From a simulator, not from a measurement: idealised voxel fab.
process module | voxel transistor to metal
cross-section cut | 140 nm wide | cells 5 nm
A cross-section is a grid of square cells, given in bands from the top down. A band is one or more rows of cells.
Each band's line starts with the height of the band's top and of its bottom, in nm. Then come its materials from left to right, each with its width in nm. One material with "throughout" fills the band from edge to edge. "air" is empty space.
Height 0 is the level under which the wafer as received is all one material. The lowest band goes on downwards, as in "0 down".
A width such as "30 to 40" changes by the same amount from each row of cells to the next, from the band's top row to its bottom row.
"no change" after a step means that no cell of the cross-section changed.
closed voids: empty space of 8 cells or more with no open way to the top, each as width x height at its distance from the left edge, in nm
after a step's settings: what the simulator itself notes on the step
overlay nm, on a step with a mask: how far to the right of its planned place the mask lay; to the left if negative
plan
1 op RECEIVE | material Si
2 op CONFORMAL_DEP | material SiO2 | thk nm 5
3 op CONFORMAL_DEP | material SiN | thk nm 10
4 op MASKED_ETCH | tone cover | mask id ACTIVE | width nm 95 | etch materials SiN | depth nm 10 | overlay nm 0
5 op MASKED_ETCH | tone cover | mask id ACTIVE | width nm 95 | etch materials SiO2 | depth nm 5 | overlay nm 0
6 op MASKED_ETCH | tone cover | mask id ACTIVE | width nm 95 | etch materials Si | depth nm 35 | overlay nm 0
7 op FILL_DEP | material SiO2 | thk nm 10
8 op CMP | height nm 15
9 op SELECTIVE_ETCH | etch materials SiO2 | depth nm 5
10 op STRIP | etch materials SiN
11 op SELECTIVE_ETCH | etch materials SiO2 | depth nm 5
12 op OXIDIZE | depth nm 5
13 op DIRECTIONAL_DEP | material polySi | thk nm 25
14 op DIRECTIONAL_DEP | material SiCN | thk nm 15
15 op DIRECTIONAL_DEP | material aC | thk nm 10
16 op PATTERN | tone cover | mask id GATE | material resist | width nm 15 | thk nm 25 | overlay nm 0
17 op DIRECTIONAL_ETCH | etch materials aC | depth nm 10
18 op STRIP | etch materials resist
19 op DIRECTIONAL_ETCH | etch materials SiCN | depth nm 25
20 op DIRECTIONAL_ETCH | etch materials polySi | depth nm 35
21 op STRIP | etch materials aC
22 op CONFORMAL_DEP | material SiO2 | thk nm 5
23 op DIRECTIONAL_ETCH | etch materials SiO2 | depth nm 5
24 op CONFORMAL_DEP | material SiN | thk nm 5
25 op DIRECTIONAL_ETCH | etch materials SiN | depth nm 5
26 op DIRECTIONAL_ETCH | etch materials SiO2 | depth nm 5
27 op DIRECTIONAL_ETCH | etch materials Si | depth nm 15
28 op EPI | material nSi | thk nm 20
29 op FILL_DEP | material SiO2 | thk nm 5
30 op CMP | height nm 40
31 op DIRECTIONAL_DEP | material SiO2 | thk nm 10
32 op MASKED_ETCH | tone open | mask id CONTACT | width nm 30 | pitch nm 55 | etch materials SiO2 | depth nm 35 | overlay nm 0
33 op CONFORMAL_DEP | material TiN | thk nm 5
34 op FILL_DEP | material W | thk nm 10
35 op CMP | height nm 50
36 op DIRECTIONAL_DEP | material TiN | thk nm 5
37 op DIRECTIONAL_DEP | material Ru | thk nm 20
38 op DIRECTIONAL_DEP | material aC | thk nm 15
39 op PATTERN | tone cover | mask id METAL_1 | material resist | width nm 20 | pitch nm 65 | thk nm 30 | overlay nm 0
40 op DIRECTIONAL_ETCH | etch materials aC | depth nm 15
41 op STRIP | etch materials resist
42 op DIRECTIONAL_ETCH | etch materials Ru | depth nm 20
43 op DIRECTIONAL_ETCH | etch materials TiN | depth nm 5
44 op STRIP | etch materials aC
45 op CONFORMAL_DEP | material SiCN | thk nm 5
46 op FILL_DEP | material SiO2 | thk nm 10
47 op CMP | height nm 75
48 op CONFORMAL_DEP | material SiN | thk nm 5
first wafer, as planned
as received, after step 1
  0 down: Si throughout
  closed voids: none
after step 2
  5 to 0: SiO2 throughout
  below 0: unchanged
after step 3
  15 to 5: SiN throughout
  below 5: unchanged
after step 4
  15 to 5: air 20 | SiN 95 | air 25
  below 5: unchanged
after step 5
  15 to 5: air 20 | SiN 95 | air 25
  5 to 0: air 20 | SiO2 95 | air 25
  below 0: unchanged
after step 6
  15 to 5: air 20 | SiN 95 | air 25
  5 to 0: air 20 | SiO2 95 | air 25
  0 to -35: air 20 | Si 95 | air 25
  below -35: unchanged
after step 7
  25 to 15: SiO2 throughout
  15 to 5: SiO2 20 | SiN 95 | SiO2 25
  5 to 0: SiO2 throughout
  0 to -35: SiO2 20 | Si 95 | SiO2 25
  below -35: unchanged
after step 8
  15 to 5: SiO2 20 | SiN 95 | SiO2 25
  below 5: unchanged
after step 9
  15 to 10: air 20 | SiN 95 | air 25
  below 10: unchanged
after step 10
  10 to 5: SiO2 20 | air 95 | SiO2 25
  below 5: unchanged
after step 11
  5 to 0: SiO2 15 | air 105 | SiO2 20
  below 0: unchanged
after step 12
  5 to 0: SiO2 15 | air 105 | SiO2 20
  0 to -5: SiO2 throughout
  below -5: unchanged
after step 13
  30 to 25: polySi 15 | air 105 | polySi 20
  25 to 5: polySi throughout
  5 to 0: SiO2 15 | polySi 105 | SiO2 20
  below 0: unchanged
after step 14
  45 to 40: SiCN 15 | air 105 | SiCN 20
  40 to 30: SiCN throughout
  30 to 25: polySi 15 | SiCN 105 | polySi 20
  below 25: unchanged
after step 15
  55 to 50: aC 15 | air 105 | aC 20
  50 to 45: aC throughout
  45 to 40: SiCN 15 | aC 105 | SiCN 20
  below 40: unchanged
after step 16
  80 to 55: air 60 | resist 15 | air 65
  55 to 50: aC 15 | air 45 | resist 15 | air 45 | aC 20
  below 50: unchanged
after step 17
  70 to 50: air 60 | resist 15 | air 65
  50 to 45: air 60 | aC 15 | air 65
  45 to 40: SiCN 15 | air 45 | aC 15 | air 45 | SiCN 20
  below 40: unchanged
after step 18
  50 to 45: air 60 | aC 15 | air 65
  below 45: unchanged
after step 19
  50 to 40: air 60 | aC 15 | air 65
  40 to 30: air 60 | SiCN 15 | air 65
  30 to 25: polySi 15 | air 45 | SiCN 15 | air 45 | polySi 20
  below 25: unchanged
after step 20
  50 to 40: air 60 | aC 15 | air 65
  40 to 25: air 60 | SiCN 15 | air 65
  25 to 5: air 60 | polySi 15 | air 65
  5 to 0: SiO2 15 | air 45 | polySi 15 | air 45 | SiO2 20
  below 0: unchanged
after step 21
  40 to 25: air 60 | SiCN 15 | air 65
  below 25: unchanged
after step 22
  45 to 40: air 55 | SiO2 25 | air 60
  40 to 25: air 55 | SiO2 5 | SiCN 15 | SiO2 5 | air 60
  25 to 10: air 55 | SiO2 5 | polySi 15 | SiO2 5 | air 60
  10 to 5: SiO2 20 | air 35 | SiO2 5 | polySi 15 | SiO2 5 | air 35 | SiO2 25
  5 to 0: SiO2 60 | polySi 15 | SiO2 65
  below 0: unchanged
after step 23
  40 to 25: air 55 | SiO2 5 | SiCN 15 | SiO2 5 | air 60
  25 to 5: air 55 | SiO2 5 | polySi 15 | SiO2 5 | air 60
  5 to 0: SiO2 20 | air 35 | SiO2 5 | polySi 15 | SiO2 5 | air 35 | SiO2 25
  below 0: unchanged
after step 24
  45 to 40: air 50 | SiN 35 | air 55
  40 to 25: air 50 | SiN 5 | SiO2 5 | SiCN 15 | SiO2 5 | SiN 5 | air 55
  25 to 10: air 50 | SiN 5 | SiO2 5 | polySi 15 | SiO2 5 | SiN 5 | air 55
  10 to 5: SiN 25 | air 25 | SiN 5 | SiO2 5 | polySi 15 | SiO2 5 | SiN 5 | air 25 | SiN 30
  5 to 0: SiO2 20 | SiN 35 | SiO2 5 | polySi 15 | SiO2 5 | SiN 35 | SiO2 25
  below 0: unchanged
after step 25
  40 to 25: air 50 | SiN 5 | SiO2 5 | SiCN 15 | SiO2 5 | SiN 5 | air 55
  25 to 5: air 50 | SiN 5 | SiO2 5 | polySi 15 | SiO2 5 | SiN 5 | air 55
  5 to 0: SiO2 20 | SiN 5 | air 25 | SiN 5 | SiO2 5 | polySi 15 | SiO2 5 | SiN 5 | air 25 | SiN 5 | SiO2 25
  below 0: unchanged
after step 26
  40 to 35: air 50 | SiN 5 | air 5 | SiCN 15 | air 5 | SiN 5 | air 55
  35 to 25: air 50 | SiN 5 | SiO2 5 | SiCN 15 | SiO2 5 | SiN 5 | air 55
  25 to 5: air 50 | SiN 5 | SiO2 5 | polySi 15 | SiO2 5 | SiN 5 | air 55
  5 to 0: air 20 | SiN 5 | air 25 | SiN 5 | SiO2 5 | polySi 15 | SiO2 5 | SiN 5 | air 25 | SiN 5 | air 25
  0 to -5: SiO2 25 | air 25 | SiO2 35 | air 25 | SiO2 30
  below -5: unchanged
after step 27
  40 to 35: air 50 | SiN 5 | air 5 | SiCN 15 | air 5 | SiN 5 | air 55
  35 to 25: air 50 | SiN 5 | SiO2 5 | SiCN 15 | SiO2 5 | SiN 5 | air 55
  25 to 5: air 50 | SiN 5 | SiO2 5 | polySi 15 | SiO2 5 | SiN 5 | air 55
  5 to 0: air 20 | SiN 5 | air 25 | SiN 5 | SiO2 5 | polySi 15 | SiO2 5 | SiN 5 | air 25 | SiN 5 | air 25
  0 to -5: SiO2 25 | air 25 | SiO2 35 | air 25 | SiO2 30
  -5 to -20: SiO2 20 | Si 5 | air 25 | Si 35 | air 25 | Si 5 | SiO2 25
  below -20: unchanged
after step 28
  40 to 35: air 50 | SiN 5 | air 5 | SiCN 15 | air 5 | SiN 5 | air 55
  35 to 25: air 50 | SiN 5 | SiO2 5 | SiCN 15 | SiO2 5 | SiN 5 | air 55
  25 to 15: air 50 | SiN 5 | SiO2 5 | polySi 15 | SiO2 5 | SiN 5 | air 55
  15 to 5: air 15 | nSi 35 | SiN 5 | SiO2 5 | polySi 15 | SiO2 5 | SiN 5 | nSi 35 | air 20
  5 to 0: air 15 | nSi 5 | SiN 5 | nSi 25 | SiN 5 | SiO2 5 | polySi 15 | SiO2 5 | SiN 5 | nSi 25 | SiN 5 | nSi 5 | air 20
  0 to -5: SiO2 25 | nSi 25 | SiO2 35 | nSi 25 | SiO2 30
  -5 to -20: SiO2 20 | Si 5 | nSi 25 | Si 35 | nSi 25 | Si 5 | SiO2 25
  below -20: unchanged
after step 29
  45 to 40: SiO2 throughout
  40 to 25: SiO2 50 | SiN 5 | SiO2 5 | SiCN 15 | SiO2 5 | SiN 5 | SiO2 55
  25 to 15: SiO2 50 | SiN 5 | SiO2 5 | polySi 15 | SiO2 5 | SiN 5 | SiO2 55
  15 to 5: SiO2 15 | nSi 35 | SiN 5 | SiO2 5 | polySi 15 | SiO2 5 | SiN 5 | nSi 35 | SiO2 20
  5 to 0: SiO2 15 | nSi 5 | SiN 5 | nSi 25 | SiN 5 | SiO2 5 | polySi 15 | SiO2 5 | SiN 5 | nSi 25 | SiN 5 | nSi 5 | SiO2 20
  below 0: unchanged
after step 30
  40 to 25: SiO2 50 | SiN 5 | SiO2 5 | SiCN 15 | SiO2 5 | SiN 5 | SiO2 55
  below 25: unchanged
after step 31
  50 to 40: SiO2 throughout
  below 40: unchanged
after step 32
  50 to 40: SiO2 25 | air 30 | SiO2 25 | air 30 | SiO2 30
  40 to 25: SiO2 25 | air 25 | SiN 5 | SiO2 5 | SiCN 15 | SiO2 5 | SiN 5 | air 25 | SiO2 30
  25 to 15: SiO2 25 | air 25 | SiN 5 | SiO2 5 | polySi 15 | SiO2 5 | SiN 5 | air 25 | SiO2 30
  below 15: unchanged
after step 33
  55 to 50: TiN 30 | air 20 | TiN 35 | air 20 | TiN 35
  50 to 40: SiO2 25 | TiN 5 | air 20 to 15 | TiN 5 to 10 | SiO2 25 | TiN 5 to 10 | air 20 to 15 | TiN 5 | SiO2 30
  40 to 25: SiO2 25 | TiN 5 | air 15 | TiN 5 | SiN 5 | SiO2 5 | SiCN 15 | SiO2 5 | SiN 5 | TiN 5 | air 15 | TiN 5 | SiO2 30
  25 to 20: SiO2 25 | TiN 5 | air 15 | TiN 5 | SiN 5 | SiO2 5 | polySi 15 | SiO2 5 | SiN 5 | TiN 5 | air 15 | TiN 5 | SiO2 30
  20 to 15: SiO2 25 | TiN 25 | SiN 5 | SiO2 5 | polySi 15 | SiO2 5 | SiN 5 | TiN 25 | SiO2 30
  below 15: unchanged
after step 34
  65 to 55: W throughout
  55 to 50: TiN 30 | W 20 | TiN 35 | W 20 | TiN 35
  50 to 40: SiO2 25 | TiN 5 | W 20 to 15 | TiN 5 to 10 | SiO2 25 | TiN 5 to 10 | W 20 to 15 | TiN 5 | SiO2 30
  40 to 25: SiO2 25 | TiN 5 | W 15 | TiN 5 | SiN 5 | SiO2 5 | SiCN 15 | SiO2 5 | SiN 5 | TiN 5 | W 15 | TiN 5 | SiO2 30
  25 to 20: SiO2 25 | TiN 5 | W 15 | TiN 5 | SiN 5 | SiO2 5 | polySi 15 | SiO2 5 | SiN 5 | TiN 5 | W 15 | TiN 5 | SiO2 30
  below 20: unchanged
after step 35
  50 to 40: SiO2 25 | TiN 5 | W 20 to 15 | TiN 5 to 10 | SiO2 25 | TiN 5 to 10 | W 20 to 15 | TiN 5 | SiO2 30
  below 40: unchanged
after step 36
  55 to 50: TiN throughout
  below 50: unchanged
after step 37
  75 to 55: Ru throughout
  below 55: unchanged
after step 38
  90 to 75: aC throughout
  below 75: unchanged
after step 39
  120 to 90: air 25 | resist 20 | air 45 | resist 20 | air 30
  below 90: unchanged
after step 40
  105 to 90: air 25 | resist 20 | air 45 | resist 20 | air 30
  90 to 75: air 25 | aC 20 | air 45 | aC 20 | air 30
  below 75: unchanged
after step 41
  90 to 75: air 25 | aC 20 | air 45 | aC 20 | air 30
  below 75: unchanged
after step 42
  90 to 75: air 25 | aC 20 | air 45 | aC 20 | air 30
  75 to 55: air 25 | Ru 20 | air 45 | Ru 20 | air 30
  below 55: unchanged
after step 43
  90 to 75: air 25 | aC 20 | air 45 | aC 20 | air 30
  75 to 55: air 25 | Ru 20 | air 45 | Ru 20 | air 30
  55 to 50: air 25 | TiN 20 | air 45 | TiN 20 | air 30
  below 50: unchanged
after step 44
  75 to 55: air 25 | Ru 20 | air 45 | Ru 20 | air 30
  below 55: unchanged
after step 45
  80 to 75: air 20 | SiCN 30 | air 35 | SiCN 30 | air 25
  75 to 55: air 20 | SiCN 5 | Ru 20 | SiCN 5 | air 35 | SiCN 5 | Ru 20 | SiCN 5 | air 25
  55 to 50: SiCN 25 | TiN 20 | SiCN 45 | TiN 20 | SiCN 30
  below 50: unchanged
after step 46
  90 to 80: SiO2 throughout
  80 to 75: SiO2 20 | SiCN 30 | SiO2 35 | SiCN 30 | SiO2 25
  75 to 55: SiO2 20 | SiCN 5 | Ru 20 | SiCN 5 | SiO2 35 | SiCN 5 | Ru 20 | SiCN 5 | SiO2 25
  below 55: unchanged
after step 47
  75 to 55: SiO2 20 | SiCN 5 | Ru 20 | SiCN 5 | SiO2 35 | SiCN 5 | Ru 20 | SiCN 5 | SiO2 25
  below 55: unchanged
after step 48
  80 to 75: SiN throughout
  below 75: unchanged
second wafer: like start, like plan, one mistake. Through step 3 it matches the first wafer
when step 4 should have ended
  15 to 5: air 30 | SiN 95 | air 15
  below 5: unchanged
when step 5 should have ended
  15 to 5: air 30 | SiN 95 | air 15
  5 to 0: air 20 | SiO2 105 | air 15
  below 0: unchanged
when step 6 should have ended
  15 to 5: air 30 | SiN 95 | air 15
  5 to 0: air 20 | SiO2 105 | air 15
  0 to -35: air 20 | Si 105 | air 15
  below -35: unchanged
when step 7 should have ended
  25 to 15: SiO2 throughout
  15 to 5: SiO2 30 | SiN 95 | SiO2 15
  5 to 0: SiO2 throughout
  0 to -35: SiO2 20 | Si 105 | SiO2 15
  below -35: unchanged
when step 8 should have ended
  15 to 5: SiO2 30 | SiN 95 | SiO2 15
  below 5: unchanged
when step 9 should have ended
  15 to 10: air 30 | SiN 95 | air 15
  below 10: unchanged
when step 10 should have ended
  10 to 5: SiO2 30 | air 95 | SiO2 15
  below 5: unchanged
when step 11 should have ended
  5 to 0: SiO2 25 | air 105 | SiO2 10
  below 0: unchanged
when step 12 should have ended
  5 to 0: SiO2 25 | air 105 | SiO2 10
  0 to -5: SiO2 throughout
  below -5: unchanged
when step 13 should have ended
  30 to 25: polySi 25 | air 105 | polySi 10
  25 to 5: polySi throughout
  5 to 0: SiO2 25 | polySi 105 | SiO2 10
  below 0: unchanged
when step 14 should have ended
  45 to 40: SiCN 25 | air 105 | SiCN 10
  40 to 30: SiCN throughout
  30 to 25: polySi 25 | SiCN 105 | polySi 10
  below 25: unchanged
when step 15 should have ended
  55 to 50: aC 25 | air 105 | aC 10
  50 to 45: aC throughout
  45 to 40: SiCN 25 | aC 105 | SiCN 10
  below 40: unchanged
when step 16 should have ended
  80 to 55: air 60 | resist 15 | air 65
  55 to 50: aC 25 | air 35 | resist 15 | air 55 | aC 10
  below 50: unchanged
when step 17 should have ended
  70 to 50: air 60 | resist 15 | air 65
  50 to 45: air 60 | aC 15 | air 65
  45 to 40: SiCN 25 | air 35 | aC 15 | air 55 | SiCN 10
  below 40: unchanged
when step 18 should have ended
  50 to 45: air 60 | aC 15 | air 65
  below 45: unchanged
when step 19 should have ended
  50 to 40: air 60 | aC 15 | air 65
  40 to 30: air 60 | SiCN 15 | air 65
  30 to 25: polySi 25 | air 35 | SiCN 15 | air 55 | polySi 10
  below 25: unchanged
when step 20 should have ended
  50 to 40: air 60 | aC 15 | air 65
  40 to 25: air 60 | SiCN 15 | air 65
  25 to 5: air 60 | polySi 15 | air 65
  5 to 0: SiO2 25 | air 35 | polySi 15 | air 55 | SiO2 10
  below 0: unchanged
when step 21 should have ended
  40 to 25: air 60 | SiCN 15 | air 65
  below 25: unchanged
when step 22 should have ended
  45 to 40: air 55 | SiO2 25 | air 60
  40 to 25: air 55 | SiO2 5 | SiCN 15 | SiO2 5 | air 60
  25 to 10: air 55 | SiO2 5 | polySi 15 | SiO2 5 | air 60
  10 to 5: SiO2 30 | air 25 | SiO2 5 | polySi 15 | SiO2 5 | air 45 | SiO2 15
  5 to 0: SiO2 60 | polySi 15 | SiO2 65
  below 0: unchanged
when step 23 should have ended
  40 to 25: air 55 | SiO2 5 | SiCN 15 | SiO2 5 | air 60
  25 to 5: air 55 | SiO2 5 | polySi 15 | SiO2 5 | air 60
  5 to 0: SiO2 30 | air 25 | SiO2 5 | polySi 15 | SiO2 5 | air 45 | SiO2 15
  below 0: unchanged
when step 24 should have ended
  45 to 40: air 50 | SiN 35 | air 55
  40 to 25: air 50 | SiN 5 | SiO2 5 | SiCN 15 | SiO2 5 | SiN 5 | air 55
  25 to 10: air 50 | SiN 5 | SiO2 5 | polySi 15 | SiO2 5 | SiN 5 | air 55
  10 to 5: SiN 35 | air 15 | SiN 5 | SiO2 5 | polySi 15 | SiO2 5 | SiN 5 | air 35 | SiN 20
  5 to 0: SiO2 30 | SiN 25 | SiO2 5 | polySi 15 | SiO2 5 | SiN 45 | SiO2 15
  below 0: unchanged
when step 25 should have ended
  40 to 25: air 50 | SiN 5 | SiO2 5 | SiCN 15 | SiO2 5 | SiN 5 | air 55
  25 to 5: air 50 | SiN 5 | SiO2 5 | polySi 15 | SiO2 5 | SiN 5 | air 55
  5 to 0: SiO2 30 | SiN 5 | air 15 | SiN 5 | SiO2 5 | polySi 15 | SiO2 5 | SiN 5 | air 35 | SiN 5 | SiO2 15
  below 0: unchanged
when step 26 should have ended
  40 to 35: air 50 | SiN 5 | air 5 | SiCN 15 | air 5 | SiN 5 | air 55
  35 to 25: air 50 | SiN 5 | SiO2 5 | SiCN 15 | SiO2 5 | SiN 5 | air 55
  25 to 5: air 50 | SiN 5 | SiO2 5 | polySi 15 | SiO2 5 | SiN 5 | air 55
  5 to 0: air 30 | SiN 5 | air 15 | SiN 5 | SiO2 5 | polySi 15 | SiO2 5 | SiN 5 | air 35 | SiN 5 | air 15
  0 to -5: SiO2 35 | air 15 | SiO2 35 | air 35 | SiO2 20
  below -5: unchanged
when step 27 should have ended
  40 to 35: air 50 | SiN 5 | air 5 | SiCN 15 | air 5 | SiN 5 | air 55
  35 to 25: air 50 | SiN 5 | SiO2 5 | SiCN 15 | SiO2 5 | SiN 5 | air 55
  25 to 5: air 50 | SiN 5 | SiO2 5 | polySi 15 | SiO2 5 | SiN 5 | air 55
  5 to 0: air 30 | SiN 5 | air 15 | SiN 5 | SiO2 5 | polySi 15 | SiO2 5 | SiN 5 | air 35 | SiN 5 | air 15
  0 to -5: SiO2 35 | air 15 | SiO2 35 | air 35 | SiO2 20
  -5 to -20: SiO2 20 | Si 15 | air 15 | Si 35 | air 35 | Si 5 | SiO2 15
  below -20: unchanged
when step 28 should have ended
  40 to 35: air 50 | SiN 5 | air 5 | SiCN 15 | air 5 | SiN 5 | air 55
  35 to 25: air 50 | SiN 5 | SiO2 5 | SiCN 15 | SiO2 5 | SiN 5 | air 55
  25 to 15: air 50 | SiN 5 | SiO2 5 | polySi 15 | SiO2 5 | SiN 5 | air 55
  15 to 5: air 25 | nSi 25 | SiN 5 | SiO2 5 | polySi 15 | SiO2 5 | SiN 5 | nSi 45 | air 10
  5 to 0: air 25 | nSi 5 | SiN 5 | nSi 15 | SiN 5 | SiO2 5 | polySi 15 | SiO2 5 | SiN 5 | nSi 35 | SiN 5 | nSi 5 | air 10
  0 to -5: SiO2 35 | nSi 15 | SiO2 35 | nSi 35 | SiO2 20
  -5 to -20: SiO2 20 | Si 15 | nSi 15 | Si 35 | nSi 35 | Si 5 | SiO2 15
  below -20: unchanged
when step 29 should have ended
  45 to 40: SiO2 throughout
  40 to 25: SiO2 50 | SiN 5 | SiO2 5 | SiCN 15 | SiO2 5 | SiN 5 | SiO2 55
  25 to 15: SiO2 50 | SiN 5 | SiO2 5 | polySi 15 | SiO2 5 | SiN 5 | SiO2 55
  15 to 5: SiO2 25 | nSi 25 | SiN 5 | SiO2 5 | polySi 15 | SiO2 5 | SiN 5 | nSi 45 | SiO2 10
  5 to 0: SiO2 25 | nSi 5 | SiN 5 | nSi 15 | SiN 5 | SiO2 5 | polySi 15 | SiO2 5 | SiN 5 | nSi 35 | SiN 5 | nSi 5 | SiO2 10
  below 0: unchanged
when step 30 should have ended
  40 to 25: SiO2 50 | SiN 5 | SiO2 5 | SiCN 15 | SiO2 5 | SiN 5 | SiO2 55
  below 25: unchanged
when step 31 should have ended
  50 to 40: SiO2 throughout
  below 40: unchanged
when step 32 should have ended
  50 to 40: SiO2 25 | air 30 | SiO2 25 | air 30 | SiO2 30
  40 to 25: SiO2 25 | air 25 | SiN 5 | SiO2 5 | SiCN 15 | SiO2 5 | SiN 5 | air 25 | SiO2 30
  25 to 15: SiO2 25 | air 25 | SiN 5 | SiO2 5 | polySi 15 | SiO2 5 | SiN 5 | air 25 | SiO2 30
  below 15: unchanged
when step 33 should have ended
  55 to 50: TiN 30 | air 20 | TiN 35 | air 20 | TiN 35
  50 to 40: SiO2 25 | TiN 5 | air 20 to 15 | TiN 5 to 10 | SiO2 25 | TiN 5 to 10 | air 20 to 15 | TiN 5 | SiO2 30
  40 to 25: SiO2 25 | TiN 5 | air 15 | TiN 5 | SiN 5 | SiO2 5 | SiCN 15 | SiO2 5 | SiN 5 | TiN 5 | air 15 | TiN 5 | SiO2 30
  25 to 20: SiO2 25 | TiN 5 | air 15 | TiN 5 | SiN 5 | SiO2 5 | polySi 15 | SiO2 5 | SiN 5 | TiN 5 | air 15 | TiN 5 | SiO2 30
  20 to 15: SiO2 25 | TiN 25 | SiN 5 | SiO2 5 | polySi 15 | SiO2 5 | SiN 5 | TiN 25 | SiO2 30
  below 15: unchanged
when step 34 should have ended
  65 to 55: W throughout
  55 to 50: TiN 30 | W 20 | TiN 35 | W 20 | TiN 35
  50 to 40: SiO2 25 | TiN 5 | W 20 to 15 | TiN 5 to 10 | SiO2 25 | TiN 5 to 10 | W 20 to 15 | TiN 5 | SiO2 30
  40 to 25: SiO2 25 | TiN 5 | W 15 | TiN 5 | SiN 5 | SiO2 5 | SiCN 15 | SiO2 5 | SiN 5 | TiN 5 | W 15 | TiN 5 | SiO2 30
  25 to 20: SiO2 25 | TiN 5 | W 15 | TiN 5 | SiN 5 | SiO2 5 | polySi 15 | SiO2 5 | SiN 5 | TiN 5 | W 15 | TiN 5 | SiO2 30
  below 20: unchanged
when step 35 should have ended
  50 to 40: SiO2 25 | TiN 5 | W 20 to 15 | TiN 5 to 10 | SiO2 25 | TiN 5 to 10 | W 20 to 15 | TiN 5 | SiO2 30
  below 40: unchanged
when step 36 should have ended
  55 to 50: TiN throughout
  below 50: unchanged
when step 37 should have ended
  75 to 55: Ru throughout
  below 55: unchanged
when step 38 should have ended
  90 to 75: aC throughout
  below 75: unchanged
when step 39 should have ended
  120 to 90: air 25 | resist 20 | air 45 | resist 20 | air 30
  below 90: unchanged
when step 40 should have ended
  105 to 90: air 25 | resist 20 | air 45 | resist 20 | air 30
  90 to 75: air 25 | aC 20 | air 45 | aC 20 | air 30
  below 75: unchanged
when step 41 should have ended
  90 to 75: air 25 | aC 20 | air 45 | aC 20 | air 30
  below 75: unchanged
when step 42 should have ended
  90 to 75: air 25 | aC 20 | air 45 | aC 20 | air 30
  75 to 55: air 25 | Ru 20 | air 45 | Ru 20 | air 30
  below 55: unchanged
when step 43 should have ended
  90 to 75: air 25 | aC 20 | air 45 | aC 20 | air 30
  75 to 55: air 25 | Ru 20 | air 45 | Ru 20 | air 30
  55 to 50: air 25 | TiN 20 | air 45 | TiN 20 | air 30
  below 50: unchanged
when step 44 should have ended
  75 to 55: air 25 | Ru 20 | air 45 | Ru 20 | air 30
  below 55: unchanged
when step 45 should have ended
  80 to 75: air 20 | SiCN 30 | air 35 | SiCN 30 | air 25
  75 to 55: air 20 | SiCN 5 | Ru 20 | SiCN 5 | air 35 | SiCN 5 | Ru 20 | SiCN 5 | air 25
  55 to 50: SiCN 25 | TiN 20 | SiCN 45 | TiN 20 | SiCN 30
  below 50: unchanged
when step 46 should have ended
  90 to 80: SiO2 throughout
  80 to 75: SiO2 20 | SiCN 30 | SiO2 35 | SiCN 30 | SiO2 25
  75 to 55: SiO2 20 | SiCN 5 | Ru 20 | SiCN 5 | SiO2 35 | SiCN 5 | Ru 20 | SiCN 5 | SiO2 25
  below 55: unchanged
when step 47 should have ended
  75 to 55: SiO2 20 | SiCN 5 | Ru 20 | SiCN 5 | SiO2 35 | SiCN 5 | Ru 20 | SiCN 5 | SiO2 25
  below 55: unchanged
when step 48 should have ended
  80 to 75: SiN throughout
  below 75: unchanged
what went wrong: step 4 ran as: op MASKED_ETCH | tone cover | mask id ACTIVE | width nm 95 | etch materials SiN | depth nm 10 | overlay nm 10
at the end the second wafer has, in cells: 12 more of Si | 12 fewer of SiO2
